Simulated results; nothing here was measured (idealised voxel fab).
This section sets out a process module, namely voxel transistor to metal.
The width of the displayed cross-section, cut, is 150 nm; its cells are square, with a size of 5 nm.
A cross-section is a grid of square cells, given in bands from the top down. A band is one or more rows of cells.
In this notation a band is specified by the heights of its top and bottom, in that order and in nm, after which its materials appear from left to right, each paired with its width in nm. The word "edge to edge" attached to a single material means that material fills the band from edge to edge; the word "air" stands for empty space.
We count height from 0. Below that, the starting wafer is all one material. The lowest band never ends at the bottom but goes on down; see "z 0 and below" for how that is written.
When a width is written as two numbers, as in "30 to 40", the first number is the width in the top row of cells of the band and the second is the width in its bottom row, and the width changes by the same amount from each row to the next.
"stayed the same" means the step left every cell of the cross-section as it was.
Entry "Trapped void list". Content: empty spaces with no open connection to the top, size 8 cells or greater. Each: width x height at distance. Distance: from left edge. Unit: nm.
Past the settings on a step's line: simulator remark, on that step.
overlay nm: mask offset rightward from planned place, masked step; negative means leftward offset.

Process steps foreseen in the plan
- 1: RECEIVE [material Si]
- 2: OXIDIZE [depth nm 5]
- 3: CONFORMAL_DEP [material SiN] [thk nm 10]
- 4: PATTERN [tone cover] [mask id ACTIVE] [material resist] [width nm 95] [thk nm 20] [overlay nm 0]
- 5: DIRECTIONAL_ETCH [etch materials SiN] [depth nm 10]
- 6: DIRECTIONAL_ETCH [etch materials SiO2] [depth nm 5]
- 7: DIRECTIONAL_ETCH [etch materials Si] [depth nm 35]
- 8: STRIP [etch materials resist]
- 9: FILL_DEP [material SiO2] [thk nm 5]
- 10: CMP [height nm 10]
- 11: SELECTIVE_ETCH [etch materials SiO2] [depth nm 10]
- 12: STRIP [etch materials SiN]
- 13: SELECTIVE_ETCH [etch materials SiO2] [depth nm 5]
- 14: OXIDIZE [depth nm 5]
- 15: DIRECTIONAL_DEP [material polySi] [thk nm 30]
- 16: DIRECTIONAL_DEP [material SiCN] [thk nm 10]
- 17: MASKED_ETCH [tone cover] [mask id GATE] [width nm 25] [etch materials SiCN] [depth nm 20] [overlay nm 0]
- 18: MASKED_ETCH [tone cover] [mask id GATE] [width nm 25] [etch materials polySi] [depth nm 40] [overlay nm 0]
- 19: CONFORMAL_DEP [material SiO2] [thk nm 5]
- 20: DIRECTIONAL_ETCH [etch materials SiO2] [depth nm 5]
- 21: CONFORMAL_DEP [material SiN] [thk nm 5]
- 22: DIRECTIONAL_ETCH [etch materials SiN] [depth nm 5]
- 23: DIRECTIONAL_ETCH [etch materials SiO2] [depth nm 5]
- 24: DIRECTIONAL_ETCH [etch materials Si] [depth nm 5]
- 25: EPI [material SiGe] [thk nm 10]
- 26: FILL_DEP [material SiO2] [thk nm 10]
- 27: CMP [height nm 25]
- 28: STRIP [etch materials polySi]
- 29: SELECTIVE_ETCH [etch materials SiO2] [depth nm 5]
- 30: CONFORMAL_DEP [material HfO2] [thk nm 5]
- 31: CONFORMAL_DEP [material TiN] [thk nm 5]
- 32: FILL_DEP [material W] [thk nm 10]
- 33: CMP [height nm 20]
- 34: DIRECTIONAL_DEP [material SiO2] [thk nm 15]
- 35: MASKED_ETCH [tone open] [mask id CONTACT] [width nm 15] [pitch nm 70] [etch materials SiO2] [depth nm 40] [overlay nm 0]
- 36: CONFORMAL_DEP [material TiN] [thk nm 5]
- 37: FILL_DEP [material Ru] [thk nm 10]
- 38: CMP [height nm 35]
- 39: CONFORMAL_DEP [material SiCN] [thk nm 5]
- 40: DIRECTIONAL_DEP [material SiO2] [thk nm 20]
- 41: PATTERN [tone open] [mask id METAL_1] [material resist] [width nm 15] [pitch nm 70] [thk nm 15] [overlay nm 0]
- 42: DIRECTIONAL_ETCH [etch materials SiO2] [depth nm 20]
- 43: DIRECTIONAL_ETCH [etch materials SiCN] [depth nm 5]
- 44: STRIP [etch materials resist]
- 45: CONFORMAL_DEP [material TiN] [thk nm 5]
- 46: FILL_DEP [material Cu] [thk nm 10]
- 47: CMP [height nm 60]
- 48: CONFORMAL_DEP [material SiN] [thk nm 5]

Cross-section: wafer on arrival = after step 1
z 0 and below | Si edge to edge
Trapped void list: none

Starting structure and process plan are as shown above, but one mistake was made in running the module; the wafer cross-section at the end of the module follows
z 65 to 60 | SiN edge to edge
z 60 to 40 | 30 nm SiO2, 5 nm TiN, 5 nm Cu, 5 nm TiN, 55 nm SiO2, 5 nm TiN, 5 nm Cu, 5 nm TiN, 35 nm SiO2
z 40 to 35 | 30 nm SiCN, 15 nm TiN, 55 nm SiCN, 15 nm TiN, 35 nm SiCN
z 35 to 25 | 25 nm Ru, 5 nm TiN, 15 nm SiO2, 5 nm TiN, 45 nm Ru, 5 nm TiN, 15 nm SiO2, 5 nm TiN, 30 nm Ru
z 25 to 20 | 25 nm Ru, 5 nm TiN, 15 nm SiO2, 55 nm TiN, 15 nm SiO2, 5 nm TiN, 30 nm Ru
z 20 to 0 | 25 nm Ru, 5 nm TiN, 15 nm SiO2, 5 nm TiN, 5 nm SiN, 5 nm HfO2, 5 nm TiN, 15 nm W, 5 nm TiN, 5 nm HfO2, 5 nm SiN, 5 nm TiN, 15 nm SiO2, 5 nm TiN, 30 nm Ru
z 0 to -5 | 30 nm TiN, 10 nm SiO2, 10 nm SiGe, 5 nm SiN, 5 nm HfO2, 25 nm TiN, 5 nm HfO2, 5 nm SiN, 10 nm SiGe, 10 nm SiO2, 35 nm TiN
z -5 to -10 | 20 nm SiO2, 30 nm SiGe, 5 nm SiO2, 35 nm HfO2, 5 nm SiO2, 30 nm SiGe, 25 nm SiO2
z -10 to -15 | 25 nm SiO2, 25 nm SiGe, 45 nm Si, 25 nm SiGe, 30 nm SiO2
z -15 to -40 | 25 nm SiO2, 95 nm Si, 30 nm SiO2
z -40 and below | Si edge to edge
Trapped void list: none
Where did the run depart from the plan? step 35: run off-plan, actual operation and settings MASKED_ETCH [tone cover] [mask id CONTACT] [width nm 15] [pitch nm 70] [etch materials SiO2] [depth nm 40] [overlay nm 0]
